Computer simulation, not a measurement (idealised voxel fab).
process module | voxel self aligned vias
cross-section cut | 220 nm wide | cells 5 nm
A cross-section is a grid of square cells, given in bands from the top down. A band is one or more rows of cells.
Each band's line starts with the height of the band's top and of its bottom, in nm. Then come its materials from left to right, each with its width in nm. One material with "throughout" fills the band from edge to edge. "air" is empty space.
Height 0 is the level under which the wafer as received is all one material. The lowest band goes on downwards, as in "0 down".
A width such as "30 to 40" changes by the same amount from each row of cells to the next, from the band's top row to its bottom row.
"no change" after a step means that no cell of the cross-section changed.
closed voids: empty space of 8 cells or more with no open way to the top, each as width x height at its distance from the left edge, in nm
after a step's settings: what the simulator itself notes on the step
overlay nm, on a step with a mask: how far to the right of its planned place the mask lay; to the left if negative
plan
1 op RECEIVE | material Si
2 op CONFORMAL_DEP | material SiO2 | thk nm 15
3 op CONFORMAL_DEP | material SiCN | thk nm 5
4 op DIRECTIONAL_DEP | material SiO2 | thk nm 25
5 op DIRECTIONAL_DEP | material aC | thk nm 10
6 op PATTERN | tone open | mask id LINES | material resist | width nm 30 | pitch nm 70 | thk nm 25 | overlay nm 0
7 op DIRECTIONAL_ETCH | etch materials aC | depth nm 10
8 op STRIP | etch materials resist
9 op DIRECTIONAL_ETCH | etch materials SiO2 | depth nm 25
10 op STRIP | etch materials aC
11 op CONFORMAL_DEP | material TiN | thk nm 5
12 op FILL_DEP | material Ru | thk nm 10
13 op CMP | height nm 45
14 op SELECTIVE_ETCH | etch materials W Ru TiN | depth nm 10
15 op FILL_DEP | material SiN | thk nm 10
16 op CMP | height nm 45
17 op DIRECTIONAL_DEP | material SiO2 | thk nm 15
18 op MASKED_ETCH | tone open | mask id VIAS | width nm 50 | pitch nm 70 | etch materials SiO2 | depth nm 15 | overlay nm 0
19 op MASKED_ETCH | tone open | mask id VIAS | width nm 50 | pitch nm 70 | etch materials SiN | depth nm 10 | overlay nm 0
20 op CONFORMAL_DEP | material TiN | thk nm 5
21 op FILL_DEP | material Cu | thk nm 5
22 op CMP | height nm 60
23 op CONFORMAL_DEP | material SiCN | thk nm 5
first wafer, as planned
as received, after step 1
  0 down: Si throughout
  closed voids: none
after step 2
  15 to 0: SiO2 throughout
  below 0: unchanged
after step 3
  20 to 15: SiCN throughout
  below 15: unchanged
after step 4
  45 to 20: SiO2 throughout
  below 20: unchanged
after step 5
  55 to 45: aC throughout
  below 45: unchanged
after step 6
  80 to 55: resist 60 | air 30 | resist 40 | air 30 | resist 60
  below 55: unchanged
after step 7
  70 to 55: resist 60 | air 30 | resist 40 | air 30 | resist 60
  55 to 45: aC 60 | air 30 | aC 40 | air 30 | aC 60
  below 45: unchanged
after step 8
  55 to 45: aC 60 | air 30 | aC 40 | air 30 | aC 60
  below 45: unchanged
after step 9
  55 to 45: aC 60 | air 30 | aC 40 | air 30 | aC 60
  45 to 20: SiO2 60 | air 30 | SiO2 40 | air 30 | SiO2 60
  below 20: unchanged
after step 10
  45 to 20: SiO2 60 | air 30 | SiO2 40 | air 30 | SiO2 60
  below 20: unchanged
after step 11
  50 to 45: TiN 65 | air 20 | TiN 50 | air 20 | TiN 65
  45 to 25: SiO2 60 | TiN 5 | air 20 | TiN 5 | SiO2 40 | TiN 5 | air 20 | TiN 5 | SiO2 60
  25 to 20: SiO2 60 | TiN 30 | SiO2 40 | TiN 30 | SiO2 60
  below 20: unchanged
after step 12
  60 to 50: Ru throughout
  50 to 45: TiN 65 | Ru 20 | TiN 50 | Ru 20 | TiN 65
  45 to 25: SiO2 60 | TiN 5 | Ru 20 | TiN 5 | SiO2 40 | TiN 5 | Ru 20 | TiN 5 | SiO2 60
  below 25: unchanged
after step 13
  45 to 25: SiO2 60 | TiN 5 | Ru 20 | TiN 5 | SiO2 40 | TiN 5 | Ru 20 | TiN 5 | SiO2 60
  below 25: unchanged
after step 14
  45 to 35: SiO2 60 | air 30 | SiO2 40 | air 30 | SiO2 60
  below 35: unchanged
after step 15
  55 to 45: SiN throughout
  45 to 35: SiO2 60 | SiN 30 | SiO2 40 | SiN 30 | SiO2 60
  below 35: unchanged
after step 16
  45 to 35: SiO2 60 | SiN 30 | SiO2 40 | SiN 30 | SiO2 60
  below 35: unchanged
after step 17
  60 to 45: SiO2 throughout
  below 45: unchanged
after step 18
  60 to 45: SiO2 50 | air 50 | SiO2 20 | air 50 | SiO2 50
  below 45: unchanged
after step 19
  60 to 45: SiO2 50 | air 50 | SiO2 20 | air 50 | SiO2 50
  45 to 35: SiO2 60 | air 30 | SiO2 40 | air 30 | SiO2 60
  below 35: unchanged
after step 20
  65 to 60: TiN 55 | air 40 | TiN 30 | air 40 | TiN 55
  60 to 50: SiO2 50 | TiN 5 | air 40 | TiN 5 | SiO2 20 | TiN 5 | air 40 | TiN 5 | SiO2 50
  50 to 40: SiO2 50 to 60 | TiN 15 to 5 | air 20 | TiN 15 to 5 | SiO2 20 to 40 | TiN 15 to 5 | air 20 | TiN 15 to 5 | SiO2 50 to 60
  40 to 35: SiO2 60 | TiN 30 | SiO2 40 | TiN 30 | SiO2 60
  below 35: unchanged
after step 21
  70 to 65: Cu throughout
  65 to 60: TiN 55 | Cu 40 | TiN 30 | Cu 40 | TiN 55
  60 to 50: SiO2 50 | TiN 5 | Cu 40 | TiN 5 | SiO2 20 | TiN 5 | Cu 40 | TiN 5 | SiO2 50
  50 to 40: SiO2 50 to 60 | TiN 15 to 5 | Cu 20 | TiN 15 to 5 | SiO2 20 to 40 | TiN 15 to 5 | Cu 20 | TiN 15 to 5 | SiO2 50 to 60
  below 40: unchanged
after step 22
  60 to 50: SiO2 50 | TiN 5 | Cu 40 | TiN 5 | SiO2 20 | TiN 5 | Cu 40 | TiN 5 | SiO2 50
  below 50: unchanged
after step 23
  65 to 60: SiCN throughout
  below 60: unchanged
second wafer: like start, like plan, one mistake. Through step 5 it matches the first wafer
when step 6 should have ended
  80 to 55: resist 70 | air 30 | resist 40 | air 30 | resist 50
  below 55: unchanged
when step 7 should have ended
  70 to 55: resist 70 | air 30 | resist 40 | air 30 | resist 50
  55 to 45: aC 70 | air 30 | aC 40 | air 30 | aC 50
  below 45: unchanged
when step 8 should have ended
  55 to 45: aC 70 | air 30 | aC 40 | air 30 | aC 50
  below 45: unchanged
when step 9 should have ended
  55 to 45: aC 70 | air 30 | aC 40 | air 30 | aC 50
  45 to 20: SiO2 70 | air 30 | SiO2 40 | air 30 | SiO2 50
  below 20: unchanged
when step 10 should have ended
  45 to 20: SiO2 70 | air 30 | SiO2 40 | air 30 | SiO2 50
  below 20: unchanged
when step 11 should have ended
  50 to 45: TiN 75 | air 20 | TiN 50 | air 20 | TiN 55
  45 to 25: SiO2 70 | TiN 5 | air 20 | TiN 5 | SiO2 40 | TiN 5 | air 20 | TiN 5 | SiO2 50
  25 to 20: SiO2 70 | TiN 30 | SiO2 40 | TiN 30 | SiO2 50
  below 20: unchanged
when step 12 should have ended
  60 to 50: Ru throughout
  50 to 45: TiN 75 | Ru 20 | TiN 50 | Ru 20 | TiN 55
  45 to 25: SiO2 70 | TiN 5 | Ru 20 | TiN 5 | SiO2 40 | TiN 5 | Ru 20 | TiN 5 | SiO2 50
  below 25: unchanged
when step 13 should have ended
  45 to 25: SiO2 70 | TiN 5 | Ru 20 | TiN 5 | SiO2 40 | TiN 5 | Ru 20 | TiN 5 | SiO2 50
  below 25: unchanged
when step 14 should have ended
  45 to 35: SiO2 70 | air 30 | SiO2 40 | air 30 | SiO2 50
  below 35: unchanged
when step 15 should have ended
  55 to 45: SiN throughout
  45 to 35: SiO2 70 | SiN 30 | SiO2 40 | SiN 30 | SiO2 50
  below 35: unchanged
when step 16 should have ended
  45 to 35: SiO2 70 | SiN 30 | SiO2 40 | SiN 30 | SiO2 50
  below 35: unchanged
when step 17 should have ended
  60 to 45: SiO2 throughout
  below 45: unchanged
when step 18 should have ended
  60 to 45: SiO2 50 | air 50 | SiO2 20 | air 50 | SiO2 50
  below 45: unchanged
when step 19 should have ended
  60 to 45: SiO2 50 | air 50 | SiO2 20 | air 50 | SiO2 50
  45 to 35: SiO2 70 | air 30 | SiO2 40 | air 30 | SiO2 50
  below 35: unchanged
when step 20 should have ended
  65 to 60: TiN 55 | air 40 | TiN 30 | air 40 | TiN 55
  60 to 50: SiO2 50 | TiN 5 | air 40 | TiN 5 | SiO2 20 | TiN 5 | air 40 | TiN 5 | SiO2 50
  50 to 40: SiO2 50 to 70 | TiN 25 to 5 | air 20 | TiN 5 | SiO2 20 to 40 | TiN 25 to 5 | air 20 | TiN 5 | SiO2 50
  40 to 35: SiO2 70 | TiN 30 | SiO2 40 | TiN 30 | SiO2 50
  below 35: unchanged
when step 21 should have ended
  70 to 65: Cu throughout
  65 to 60: TiN 55 | Cu 40 | TiN 30 | Cu 40 | TiN 55
  60 to 50: SiO2 50 | TiN 5 | Cu 40 | TiN 5 | SiO2 20 | TiN 5 | Cu 40 | TiN 5 | SiO2 50
  50 to 40: SiO2 50 to 70 | TiN 25 to 5 | Cu 20 | TiN 5 | SiO2 20 to 40 | TiN 25 to 5 | Cu 20 | TiN 5 | SiO2 50
  below 40: unchanged
when step 22 should have ended
  60 to 50: SiO2 50 | TiN 5 | Cu 40 | TiN 5 | SiO2 20 | TiN 5 | Cu 40 | TiN 5 | SiO2 50
  below 50: unchanged
when step 23 should have ended
  65 to 60: SiCN throughout
  below 60: unchanged
what went wrong: step 6 ran as: op PATTERN | tone open | mask id LINES | material resist | width nm 30 | pitch nm 70 | thk nm 25 | overlay nm 10
at the end the second wafer has, in cells: as many of each material as the first, in other places
